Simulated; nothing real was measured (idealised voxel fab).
The document below concerns the process module designated voxel self aligned contacts.
280 nm wide, 5 nm square cells: that's cross-section cut.
How to read a cross-section here: the picture is a grid of square cells, written as bands going from the top down, and any band can span one or more rows of cells. Read a band's entry like this: the first values are the height of its top and the height of its bottom in nm, and what follows is the sequence of materials from left to right, each with its width in nm. Note that "empty" is empty space, and that a single material marked "edge to edge" reaches across the band from edge to edge. Zero point of the height axis is 0; under it, received wafer = one material. Lowest band: continues down indefinitely, "top 0, no bottom". The expression "30->40" gives the width at the extremes of the band, the first number at its top row of cells and the second at its bottom row, with the width changing by equal amounts from each row to the next in between. The cross-section has no changed cell in any step marked "nothing got changed". Closed-off voids of 8+ cells (no open route to the top) go in "Enclosed void inventory", written width x height at distance from the left edge, in nm. The remark found on a step's line after its settings is issued by the simulator itself and pertains to that step. overlay nm: how far to the right of its planned place the mask lay on this masked step (negative: to the left).
-- Below is the list of planned process steps
1,RECEIVE [material Si]
2,CONFORMAL_DEP [material SiO2] [thk nm 5]
3,DIRECTIONAL_DEP [material polySi] [thk nm 20]
4,DIRECTIONAL_DEP [material SiN] [thk nm 20]
5,MASKED_ETCH [tone cover] [mask id GATE] [width nm 25] [pitch nm 55] [etch materials SiN] [depth nm 20] [overlay nm 0]
6,MASKED_ETCH [tone cover] [mask id GATE] [width nm 25] [pitch nm 55] [etch materials polySi] [depth nm 20] [overlay nm 0]
7,CONFORMAL_DEP [material SiN] [thk nm 5]
8,DIRECTIONAL_ETCH [etch materials SiN] [depth nm 5]
9,FILL_DEP [material SiO2] [thk nm 15]
10,CMP [height nm 50]
11,MASKED_ETCH [tone open] [mask id CONTACT] [width nm 40] [pitch nm 55] [etch materials SiO2] [depth nm 50] [overlay nm 0]
12,CONFORMAL_DEP [material TiN] [thk nm 5]
13,FILL_DEP [material W] [thk nm 5]
14,CMP [height nm 50]
15,CONFORMAL_DEP [material SiCN] [thk nm 5]
-- Shown in cross-section is the wafer as received, that is, as it stands after step 1
	top 0, no bottom: Si edge to edge
	Enclosed void inventory: none
-- This is how the wafer looks in cross-section once the module is done, given the starting state and plan above and one mistake in carrying the plan out
	top 55, bottom 50: SiCN edge to edge
	top 50, bottom 45: SiO2 (65), then SiN (35), then TiN (5), then W (10), then TiN (5), then SiN (35), then TiN (5), then W (10), then TiN (5), then SiN (35), then SiO2 (70)
	top 45, bottom 30: SiO2 (65), then SiN (5), then polySi (25), then SiN (5), then TiN (5), then W (10), then TiN (5), then SiN (5), then polySi (25), then SiN (5), then TiN (5), then W (10), then TiN (5), then SiN (5), then polySi (25), then SiN (5), then SiO2 (70)
	top 30, bottom 25: SiO2 (65), then SiN (5), then polySi (25), then SiN (5), then TiN (20), then SiN (5), then polySi (25), then SiN (5), then TiN (20), then SiN (5), then polySi (25), then SiN (5), then SiO2 (70)
	top 25, bottom 5: polySi edge to edge
	top 5, bottom 0: SiO2 edge to edge
	top 0, no bottom: Si edge to edge
	Enclosed void inventory: none
What broke from the plan during processing? regarding the plan, step 3 was run twice
